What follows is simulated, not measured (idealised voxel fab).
process module | voxel capacitor over wiring
Square cell edge 5 nm, section width 300 nm, ID cut.
In this document a cross-section is written as a grid of square cells. It is given as a series of bands, listed from the top down, and a band is one or more rows of cells.
Within each band entry, the heights of the top and of the bottom of the band appear first, in that order and in nm; the materials of the band then follow from left to right, each with its corresponding width in nm. The designation "all across" on a single material indicates that it fills the band from edge to edge; the designation "empty" indicates empty space.
Where do heights start? At 0: under that level the wafer as delivered is made of one material only. And the lowest band has no floor; it just carries on downward, as in "0 and below".
Graded width ("30..40"): value in top row of band = first number; value in bottom row = second number; row-to-row change constant.
Step marked "nothing altered"? Then no cell in the cross-section changed in it.
Empty spaces without an open route to the top, at least 8 cells in extent, make up the entry "Listed closed voids"; each is given as width x height at distance, where the distance is measured from the left edge, and all are in nm.
Where a step's line continues beyond its settings, the continuation is a remark by the simulator itself on that step.
Regarding "overlay nm": on a step with a mask, it is the distance the mask lay to the right of its planned place; a negative value places it to the left.

This section lists the process steps that were planned
1,op RECEIVE | material Si
2,op CONFORMAL_DEP | material SiO2 | thk nm 10
3,op DIRECTIONAL_DEP | material TiN | thk nm 5
4,op DIRECTIONAL_DEP | material W | thk nm 20
5,op DIRECTIONAL_DEP | material aC | thk nm 10
6,op PATTERN | tone cover | mask id METAL_1 | material resist | width nm 20 | pitch nm 85 | thk nm 30 | overlay nm 0
7,op DIRECTIONAL_ETCH | etch materials aC | depth nm 10
8,op STRIP | etch materials resist
9,op DIRECTIONAL_ETCH | etch materials W | depth nm 20
10,op DIRECTIONAL_ETCH | etch materials TiN | depth nm 5
11,op STRIP | etch materials aC
12,op CONFORMAL_DEP | material SiN | thk nm 5
13,op FILL_DEP | material lowk | thk nm 10
14,op CMP | height nm 35
15,op CONFORMAL_DEP | material SiCN | thk nm 5
16,op DIRECTIONAL_DEP | material SiO2 | thk nm 20
17,op MASKED_ETCH | tone open | mask id PLUG_1 | width nm 15 | etch materials SiO2 | depth nm 20 | overlay nm 0
18,op MASKED_ETCH | tone open | mask id PLUG_1 | width nm 15 | etch materials SiCN | depth nm 5 | overlay nm 0
19,op CONFORMAL_DEP | material TiN | thk nm 5
20,op FILL_DEP | material Cu | thk nm 5
21,op CMP | height nm 60
22,op DIRECTIONAL_DEP | material TiN | thk nm 5
23,op DIRECTIONAL_DEP | material Al2O3 | thk nm 5
24,op DIRECTIONAL_DEP | material TiN | thk nm 10
25,op DIRECTIONAL_DEP | material aC | thk nm 15
26,op PATTERN | tone cover | mask id UPPER_PLATE | material resist | width nm 70 | thk nm 35 | overlay nm 0
27,op DIRECTIONAL_ETCH | etch materials aC | depth nm 15
28,op STRIP | etch materials resist
29,op DIRECTIONAL_ETCH | etch materials TiN | depth nm 10
30,op DIRECTIONAL_ETCH | etch materials Al2O3 | depth nm 5
31,op STRIP | etch materials aC
32,op DIRECTIONAL_DEP | material aC | thk nm 10
33,op PATTERN | tone cover | mask id LOWER_PLATE | material resist | width nm 80 | thk nm 30 | overlay nm 0
34,op DIRECTIONAL_ETCH | etch materials aC | depth nm 10
35,op STRIP | etch materials resist
36,op DIRECTIONAL_ETCH | etch materials TiN | depth nm 5
37,op STRIP | etch materials aC
38,op FILL_DEP | material SiO2 | thk nm 15
39,op CMP | height nm 90
40,op PATTERN | tone open | mask id PLUG_2 | material resist | width nm 15 | thk nm 20 | overlay nm 0
41,op DIRECTIONAL_ETCH | etch materials SiO2 | depth nm 10
42,op STRIP | etch materials resist
43,op CONFORMAL_DEP | material TiN | thk nm 5
44,op FILL_DEP | material Ru | thk nm 5
45,op CMP | height nm 90
46,op CONFORMAL_DEP | material SiN | thk nm 5

Here's what the wafer looked like in cross-section when it arrived - that's after step 1
  0 and below | Si all across
  Listed closed voids: none

Cross-section: first of two wafers, module finished, run according to plan
  95 down to 90 | SiN all across
  90 down to 85 | 110 of SiO2  5 of TiN  5 of Ru  5 of TiN  175 of SiO2
  85 down to 80 | 110 of SiO2  15 of TiN  175 of SiO2
  80 down to 70 | 100 of SiO2  70 of TiN  130 of SiO2
  70 down to 65 | 100 of SiO2  70 of Al2O3  130 of SiO2
  65 down to 60 | 95 of SiO2  80 of TiN  125 of SiO2
  60 down to 40 | 100 of SiO2  5 of TiN  5 of Cu  5 of TiN  185 of SiO2
  40 down to 35 | 100 of SiCN  15 of TiN  185 of SiCN
  35 down to 15 | 90 of lowk  5 of SiN  20 of W  5 of SiN  55 of lowk  5 of SiN  20 of W  5 of SiN  95 of lowk
  15 down to 10 | 95 of SiN  20 of TiN  65 of SiN  20 of TiN  100 of SiN
  10 down to 0 | SiO2 all across
  0 and below | Si all across
  Listed closed voids: none

Cross-section, wafer two of two, end of module: same start and plan as wafer one, one error in execution
  95 down to 90 | SiN all across
  90 down to 85 | 110 of SiO2  5 of TiN  5 of Ru  5 of TiN  175 of SiO2
  85 down to 80 | 110 of SiO2  15 of TiN  175 of SiO2
  80 down to 70 | 100 of SiO2  70 of TiN  130 of SiO2
  70 down to 65 | 100 of SiO2  70 of Al2O3  130 of SiO2
  65 down to 60 | 95 of SiO2  80 of TiN  125 of SiO2
  60 down to 45 | 100 of SiO2  5 of TiN  5 of Cu  5 of TiN  185 of SiO2
  45 down to 40 | 100 of SiO2  15 of TiN  185 of SiO2
  40 down to 35 | aC all across
  35 down to 15 | 90 of lowk  5 of SiN  20 of W  5 of SiN  55 of lowk  5 of SiN  20 of W  5 of SiN  95 of lowk
  15 down to 10 | 95 of SiN  20 of TiN  65 of SiN  20 of TiN  100 of SiN
  10 down to 0 | SiO2 all across
  0 and below | Si all across
  Listed closed voids: none
The mistake made against the process plan was this: rather than as planned, step 15 actually ran as op CONFORMAL_DEP | material aC | thk nm 5
Wafer comparison, final, in cells, second relative to first, materials more or fewer: 1 fewer of Cu; 57 fewer of SiCN; 2 fewer of TiN; 60 more of aC
